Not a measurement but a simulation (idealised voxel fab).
Process module name: voxel released beams
We display cut, a cross-section 290 nm in width whose square cells are each 5 nm.
Notation: cross-section as square-cell grid; stated in bands, top first, going down; one or more cell rows per band. In this notation a band is specified by the heights of its top and bottom, in that order and in nm, after which its materials appear from left to right, each paired with its width in nm. The word "throughout" attached to a single material means that material fills the band from edge to edge; the word "empty" stands for empty space. Height 0 is the level under which the wafer as received is all one material. The lowest band goes on downwards, as in "from 0 down". Width: "30 to 40" (first number = top row, second number = bottom row, same change from row to row of cells). Step note "nothing was modified" = no cross-section cell changed. The list in "Trapped voids" covers empty spaces of 8 cells or more that cannot reach the top through any open way, and it gives each as width x height at distance; the distance is from the left edge, and width, height and distance are in nm. Heads up: the bit after the settings on a step's line is the simulator's remark on that step. What "overlay nm" on a step's line means: if the step has a mask, that mask lay this far to the right of its planned place, or, when the value is negative, to the left.

# Here's what the planned process steps look like
1. RECEIVE: material Si
2. CONFORMAL_DEP: material Al2O3, thk nm 10
3. DIRECTIONAL_DEP: material SiO2, thk nm 20
4. DIRECTIONAL_DEP: material aC, thk nm 10
5. PATTERN: tone open, mask id ANCHOR, material resist, width nm 40, thk nm 30, overlay nm 0
6. DIRECTIONAL_ETCH: etch materials aC, depth nm 10
7. STRIP: etch materials resist
8. DIRECTIONAL_ETCH: etch materials SiO2, depth nm 20
9. STRIP: etch materials aC
10. CONFORMAL_DEP: material SiN, thk nm 15
11. PATTERN: tone cover, mask id BEAM, material resist, width nm 115, thk nm 15, overlay nm 0
12. DIRECTIONAL_ETCH: etch materials SiN, depth nm 15
13. STRIP: etch materials resist
14. STRIP: etch materials SiO2

# Here's what the wafer looked like in cross-section when it arrived - that's after step 1
    from 0 down: Si throughout
    Trapped voids: none

# Sectioned view, first of two wafers, at the close of the module, processed as intended in the plan
    from 45 to 30: 85 empty; 20 SiN; 10 empty; 85 SiN; 90 empty
    from 30 to 25: 90 empty; 15 SiN; 10 empty; 15 SiN; 160 empty
    from 25 to 10: 90 empty; 40 SiN; 160 empty
    from 10 to 0: Al2O3 throughout
    from 0 down: Si throughout
    Trapped voids: none

# This is the second of the two wafers, cross-sectioned at the end of the module; it started exactly like the first and was given the same plan, but it was run with one mistake
    from 45 to 30: 85 empty; 60 SiN; 145 empty
    from 30 to 25: 75 empty; 15 SiN; 40 SiO2; 15 SiN; 145 empty
    from 25 to 10: 75 empty; 15 SiN; 40 SiO2; 70 SiN; 90 empty
    from 10 to 0: Al2O3 throughout
    from 0 down: Si throughout
    Trapped voids: none
Error vs. plan: so step 5 ended up running with a different setting than we planned, it ran as PATTERN: tone cover, mask id ANCHOR, material resist, width nm 40, thk nm 30, overlay nm 0
Once processing is complete, comparing cell counts shows that the second wafer has more or fewer of certain materials than the first: SiO2: 32 more
